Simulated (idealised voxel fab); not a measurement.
You're looking at the process module voxel self aligned contacts.
The cross-section on display is named cut; it measures 215 nm wide, and its cells are 5 nm squares.
Square cells in a grid make up a cross-section in this document, and the grid is given as bands, listed from the top down, each one or more rows of cells.
The band entry comprises the height of the band's top followed by the height of its bottom, expressed in nm, and subsequently the band's materials from left to right, each stated together with its width in nm. Where a single material is marked with the word "throughout", that material fills the band from edge to edge. The word "empty" represents empty space.
Heights are measured from 0, the level below which the as-received wafer is all one material; the lowest band has no bottom and continues downward, written as in "0 and below".
The expression "30 to 40" gives the width at the extremes of the band, the first number at its top row of cells and the second at its bottom row, with the width changing by equal amounts from each row to the next in between.
"left unchanged" after a step means that no cell of the cross-section changed.
"Sealed-off cavities" lists enclosed empty spaces (at least 8 cells, no open path upward to the top), each as width x height at distance from the left edge, in nm.
Read whatever lies past the settings on a step's line as the simulator's own remark about the step.
overlay nm: mask offset rightward from planned place, masked step; negative means leftward offset.
Here's what the planned process steps look like:
1) op RECEIVE | material Si
2) op OXIDIZE | depth nm 5
3) op DIRECTIONAL_DEP | material polySi | thk nm 25
4) op DIRECTIONAL_DEP | material SiN | thk nm 25
5) op MASKED_ETCH | tone cover | mask id GATE | width nm 25 | pitch nm 65 | etch materials SiN | depth nm 25 | overlay nm 0
6) op MASKED_ETCH | tone cover | mask id GATE | width nm 25 | pitch nm 65 | etch materials polySi | depth nm 25 | overlay nm 0
7) op CONFORMAL_DEP | material SiN | thk nm 10
8) op DIRECTIONAL_ETCH | etch materials SiN | depth nm 10
9) op FILL_DEP | material SiO2 | thk nm 15
10) op CMP | height nm 55
11) op MASKED_ETCH | tone open | mask id CONTACT | width nm 50 | pitch nm 65 | etch materials SiO2 | depth nm 60 | overlay nm 0
12) op CONFORMAL_DEP | material TiN | thk nm 5
13) op FILL_DEP | material Ru | thk nm 10
14) op CMP | height nm 55
15) op CONFORMAL_DEP | material SiCN | thk nm 5
First wafer out of two, processed as planned:
Cross-section, incoming material, after step 1:
  0 and below | Si throughout
  Sealed-off cavities: none
Cross-section: wafer state after step 2:
  0 down to -5 | SiO2 throughout
  Whatever lies below -5 is exactly as it was before.
Cross-section: wafer state after step 3:
  25 down to 0 | polySi throughout
  Whatever lies below 0 is exactly as it was before.
Cross-section: wafer state after step 4:
  50 down to 25 | SiN throughout
  Whatever lies below 25 is exactly as it was before.
Cross-section: wafer state after step 5:
  50 down to 25 | 30 nm empty / 25 nm SiN / 40 nm empty / 25 nm SiN / 40 nm empty / 25 nm SiN / 30 nm empty
  Whatever lies below 25 is exactly as it was before.
Cross-section: wafer state after step 6:
  50 down to 25 | 30 nm empty / 25 nm SiN / 40 nm empty / 25 nm SiN / 40 nm empty / 25 nm SiN / 30 nm empty
  25 down to 0 | 30 nm empty / 25 nm polySi / 40 nm empty / 25 nm polySi / 40 nm empty / 25 nm polySi / 30 nm empty
  Whatever lies below 0 is exactly as it was before.
Cross-section: wafer state after step 7:
  60 down to 25 | 20 nm empty / 45 nm SiN / 20 nm empty / 45 nm SiN / 20 nm empty / 45 nm SiN / 20 nm empty
  25 down to 10 | 20 nm empty / 10 nm SiN / 25 nm polySi / 10 nm SiN / 20 nm empty / 10 nm SiN / 25 nm polySi / 10 nm SiN / 20 nm empty / 10 nm SiN / 25 nm polySi / 10 nm SiN / 20 nm empty
  10 down to 0 | 30 nm SiN / 25 nm polySi / 40 nm SiN / 25 nm polySi / 40 nm SiN / 25 nm polySi / 30 nm SiN
  Whatever lies below 0 is exactly as it was before.
Cross-section: wafer state after step 8:
  50 down to 25 | 20 nm empty / 45 nm SiN / 20 nm empty / 45 nm SiN / 20 nm empty / 45 nm SiN / 20 nm empty
  25 down to 0 | 20 nm empty / 10 nm SiN / 25 nm polySi / 10 nm SiN / 20 nm empty / 10 nm SiN / 25 nm polySi / 10 nm SiN / 20 nm empty / 10 nm SiN / 25 nm polySi / 10 nm SiN / 20 nm empty
  Whatever lies below 0 is exactly as it was before.
Cross-section: wafer state after step 9:
  65 down to 50 | SiO2 throughout
  50 down to 25 | 20 nm SiO2 / 45 nm SiN / 20 nm SiO2 / 45 nm SiN / 20 nm SiO2 / 45 nm SiN / 20 nm SiO2
  25 down to 0 | 20 nm SiO2 / 10 nm SiN / 25 nm polySi / 10 nm SiN / 20 nm SiO2 / 10 nm SiN / 25 nm polySi / 10 nm SiN / 20 nm SiO2 / 10 nm SiN / 25 nm polySi / 10 nm SiN / 20 nm SiO2
  Whatever lies below 0 is exactly as it was before.
Cross-section: wafer state after step 10:
  55 down to 50 | SiO2 throughout
  Whatever lies below 50 is exactly as it was before.
Cross-section: wafer state after step 11:
  55 down to 50 | 50 nm SiO2 / 50 nm empty / 15 nm SiO2 / 50 nm empty / 50 nm SiO2
  50 down to 25 | 20 nm SiO2 / 45 nm SiN / 20 nm empty / 45 nm SiN / 20 nm empty / 45 nm SiN / 20 nm SiO2
  25 down to 0 | 20 nm SiO2 / 10 nm SiN / 25 nm polySi / 10 nm SiN / 20 nm empty / 10 nm SiN / 25 nm polySi / 10 nm SiN / 20 nm empty / 10 nm SiN / 25 nm polySi / 10 nm SiN / 20 nm SiO2
  0 down to -5 | 65 nm SiO2 / 20 nm empty / 45 nm SiO2 / 20 nm empty / 65 nm SiO2
  Whatever lies below -5 is exactly as it was before.
Cross-section: wafer state after step 12:
  60 down to 55 | 55 nm TiN / 40 nm empty / 25 nm TiN / 40 nm empty / 55 nm TiN
  55 down to 50 | 50 nm SiO2 / 20 nm TiN / 10 nm empty / 20 nm TiN / 15 nm SiO2 / 20 nm TiN / 10 nm empty / 20 nm TiN / 50 nm SiO2
  50 down to 25 | 20 nm SiO2 / 45 nm SiN / 5 nm TiN / 10 nm empty / 5 nm TiN / 45 nm SiN / 5 nm TiN / 10 nm empty / 5 nm TiN / 45 nm SiN / 20 nm SiO2
  25 down to 0 | 20 nm SiO2 / 10 nm SiN / 25 nm polySi / 10 nm SiN / 5 nm TiN / 10 nm empty / 5 nm TiN / 10 nm SiN / 25 nm polySi / 10 nm SiN / 5 nm TiN / 10 nm empty / 5 nm TiN / 10 nm SiN / 25 nm polySi / 10 nm SiN / 20 nm SiO2
  0 down to -5 | 65 nm SiO2 / 20 nm TiN / 45 nm SiO2 / 20 nm TiN / 65 nm SiO2
  Whatever lies below -5 is exactly as it was before.
Cross-section: wafer state after step 13:
  70 down to 60 | Ru throughout
  60 down to 55 | 55 nm TiN / 40 nm Ru / 25 nm TiN / 40 nm Ru / 55 nm TiN
  55 down to 50 | 50 nm SiO2 / 20 nm TiN / 10 nm Ru / 20 nm TiN / 15 nm SiO2 / 20 nm TiN / 10 nm Ru / 20 nm TiN / 50 nm SiO2
  50 down to 25 | 20 nm SiO2 / 45 nm SiN / 5 nm TiN / 10 nm Ru / 5 nm TiN / 45 nm SiN / 5 nm TiN / 10 nm Ru / 5 nm TiN / 45 nm SiN / 20 nm SiO2
  25 down to 0 | 20 nm SiO2 / 10 nm SiN / 25 nm polySi / 10 nm SiN / 5 nm TiN / 10 nm Ru / 5 nm TiN / 10 nm SiN / 25 nm polySi / 10 nm SiN / 5 nm TiN / 10 nm Ru / 5 nm TiN / 10 nm SiN / 25 nm polySi / 10 nm SiN / 20 nm SiO2
  Whatever lies below 0 is exactly as it was before.
Cross-section: wafer state after step 14:
  55 down to 50 | 50 nm SiO2 / 20 nm TiN / 10 nm Ru / 20 nm TiN / 15 nm SiO2 / 20 nm TiN / 10 nm Ru / 20 nm TiN / 50 nm SiO2
  Whatever lies below 50 is exactly as it was before.
Cross-section: wafer state after step 15:
  60 down to 55 | SiCN throughout
  Whatever lies below 55 is exactly as it was before.
Wafer two: like wafer one in start and plan, but with one mistake in execution; identical up to and including step 7:
Second wafer cross-section, taken as of the time the plan sets for step 8 to be done:
  55 down to 25 | 20 nm empty / 45 nm SiN / 20 nm empty / 45 nm SiN / 20 nm empty / 45 nm SiN / 20 nm empty
  25 down to 5 | 20 nm empty / 10 nm SiN / 25 nm polySi / 10 nm SiN / 20 nm empty / 10 nm SiN / 25 nm polySi / 10 nm SiN / 20 nm empty / 10 nm SiN / 25 nm polySi / 10 nm SiN / 20 nm empty
  Whatever lies below 5 is exactly as it was before.
Second wafer cross-section, taken as of the time the plan sets for step 9 to be done:
  70 down to 55 | SiO2 throughout
  55 down to 25 | 20 nm SiO2 / 45 nm SiN / 20 nm SiO2 / 45 nm SiN / 20 nm SiO2 / 45 nm SiN / 20 nm SiO2
  25 down to 5 | 20 nm SiO2 / 10 nm SiN / 25 nm polySi / 10 nm SiN / 20 nm SiO2 / 10 nm SiN / 25 nm polySi / 10 nm SiN / 20 nm SiO2 / 10 nm SiN / 25 nm polySi / 10 nm SiN / 20 nm SiO2
  Whatever lies below 5 is exactly as it was before.
Second wafer cross-section, taken as of the time the plan sets for step 10 to be done:
  55 down to 25 | 20 nm SiO2 / 45 nm SiN / 20 nm SiO2 / 45 nm SiN / 20 nm SiO2 / 45 nm SiN / 20 nm SiO2
  Whatever lies below 25 is exactly as it was before.
Second wafer cross-section, taken as of the time the plan sets for step 11 to be done:
  55 down to 25 | 20 nm SiO2 / 45 nm SiN / 20 nm empty / 45 nm SiN / 20 nm empty / 45 nm SiN / 20 nm SiO2
  25 down to 5 | 20 nm SiO2 / 10 nm SiN / 25 nm polySi / 10 nm SiN / 20 nm empty / 10 nm SiN / 25 nm polySi / 10 nm SiN / 20 nm empty / 10 nm SiN / 25 nm polySi / 10 nm SiN / 20 nm SiO2
  Whatever lies below 5 is exactly as it was before.
Second wafer cross-section, taken as of the time the plan sets for step 12 to be done:
  60 down to 55 | 70 nm TiN / 10 nm empty / 55 nm TiN / 10 nm empty / 70 nm TiN
  55 down to 25 | 20 nm SiO2 / 45 nm SiN / 5 nm TiN / 10 nm empty / 5 nm TiN / 45 nm SiN / 5 nm TiN / 10 nm empty / 5 nm TiN / 45 nm SiN / 20 nm SiO2
  25 down to 10 | 20 nm SiO2 / 10 nm SiN / 25 nm polySi / 10 nm SiN / 5 nm TiN / 10 nm empty / 5 nm TiN / 10 nm SiN / 25 nm polySi / 10 nm SiN / 5 nm TiN / 10 nm empty / 5 nm TiN / 10 nm SiN / 25 nm polySi / 10 nm SiN / 20 nm SiO2
  10 down to 5 | 20 nm SiO2 / 10 nm SiN / 25 nm polySi / 10 nm SiN / 20 nm TiN / 10 nm SiN / 25 nm polySi / 10 nm SiN / 20 nm TiN / 10 nm SiN / 25 nm polySi / 10 nm SiN / 20 nm SiO2
  Whatever lies below 5 is exactly as it was before.
Second wafer cross-section, taken as of the time the plan sets for step 13 to be done:
  70 down to 60 | Ru throughout
  60 down to 55 | 70 nm TiN / 10 nm Ru / 55 nm TiN / 10 nm Ru / 70 nm TiN
  55 down to 25 | 20 nm SiO2 / 45 nm SiN / 5 nm TiN / 10 nm Ru / 5 nm TiN / 45 nm SiN / 5 nm TiN / 10 nm Ru / 5 nm TiN / 45 nm SiN / 20 nm SiO2
  25 down to 10 | 20 nm SiO2 / 10 nm SiN / 25 nm polySi / 10 nm SiN / 5 nm TiN / 10 nm Ru / 5 nm TiN / 10 nm SiN / 25 nm polySi / 10 nm SiN / 5 nm TiN / 10 nm Ru / 5 nm TiN / 10 nm SiN / 25 nm polySi / 10 nm SiN / 20 nm SiO2
  Whatever lies below 10 is exactly as it was before.
Second wafer cross-section, taken as of the time the plan sets for step 14 to be done:
  55 down to 25 | 20 nm SiO2 / 45 nm SiN / 5 nm TiN / 10 nm Ru / 5 nm TiN / 45 nm SiN / 5 nm TiN / 10 nm Ru / 5 nm TiN / 45 nm SiN / 20 nm SiO2
  Whatever lies below 25 is exactly as it was before.
Second wafer cross-section, taken as of the time the plan sets for step 15 to be done:
  60 down to 55 | SiCN throughout
  Whatever lies below 55 is exactly as it was before.
Heads up, the wafer didn't run the way we planned it: step 8 changed vs plan, executed as op DIRECTIONAL_ETCH | etch materials SiN | depth nm 5
Final difference in cells, second wafer against first, listed per material as more or fewer: Ru: 8 fewer | SiN: 43 more | SiO2: 15 fewer | TiN: 20 fewer
